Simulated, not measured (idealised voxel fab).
Proc. module: voxel tone inversion
cross-section cut | 295 nm wide | cells 5 nm
A cross-section is written here as square cells arranged in a grid, and it is given in bands from the top down, each band taking up one or more rows of cells. This entry defines a band. It first specifies the height of the band's top and the height of its bottom in nm, and then specifies the band's materials from left to right, stating each material with its width in nm. The word "edge to edge" identifies a single material that fills the band from edge to edge, while the word "air" identifies empty space. It should be noted that heights are counted from 0, beneath which the wafer as supplied is of one material throughout, and that the lowest band possesses no lower boundary but continues downward, as written in "0 -> down". The two numbers in a width such as "30->40" mark its ends across the band: the first belongs to the top row of cells, the second to the bottom row, and from each row to the next the width moves by the same amount. Given "no alteration" for a step, no cell of the cross-section differs between before and after that step. Closed empty spaces (no open way to the top) of 8 cells or more are what "Sealed void list" lists, each as width x height at distance from the left edge, nm for all three. That trailing text on a step's line, after the settings, is the simulator's own remark on the step. overlay nm: step with mask; distance mask lay right of planned place; negative value = left of planned place.

[Planned step list for the process]
1. RECEIVE,material Si
2. CONFORMAL_DEP,material SiCN,thk nm 5
3. DIRECTIONAL_DEP,material aC,thk nm 25
4. PATTERN,tone cover,mask id POSTS,material resist,width nm 25,pitch nm 40,thk nm 35,overlay nm 0
5. DIRECTIONAL_ETCH,etch materials aC,depth nm 25
6. STRIP,etch materials resist
7. FILL_DEP,material lowk,thk nm 5
8. CMP,height nm 30
9. STRIP,etch materials aC

[As-received state of the wafer in cross-section, equivalent to post-step 1]
    0 -> down = Si edge to edge
    Sealed void list: none

[Cross-section: first of two wafers, module finished, run according to plan]
    30 -> 5 = lowk=75 | air=25 | lowk=15 | air=25 | lowk=15 | air=25 | lowk=15 | air=25 | lowk=75
    5 -> 0 = SiCN edge to edge
    0 -> down = Si edge to edge
    Sealed void list: none

[Cross-sectional view: second of two wafers, end of module; start and plan identical to the first, one mistake in running]
    30 -> 5 = SiCN=75 | air=25 | SiCN=15 | air=25 | SiCN=15 | air=25 | SiCN=15 | air=25 | SiCN=75
    5 -> 0 = SiCN edge to edge
    0 -> down = Si edge to edge
    Sealed void list: none
Here's what went sideways: off-plan run, step 7, actual operation and settings FILL_DEP,material SiCN,thk nm 5
In the final state, the cell counts of the second wafer exceed or fall short of those of the first for the following materials: SiCN +195 | lowk -195
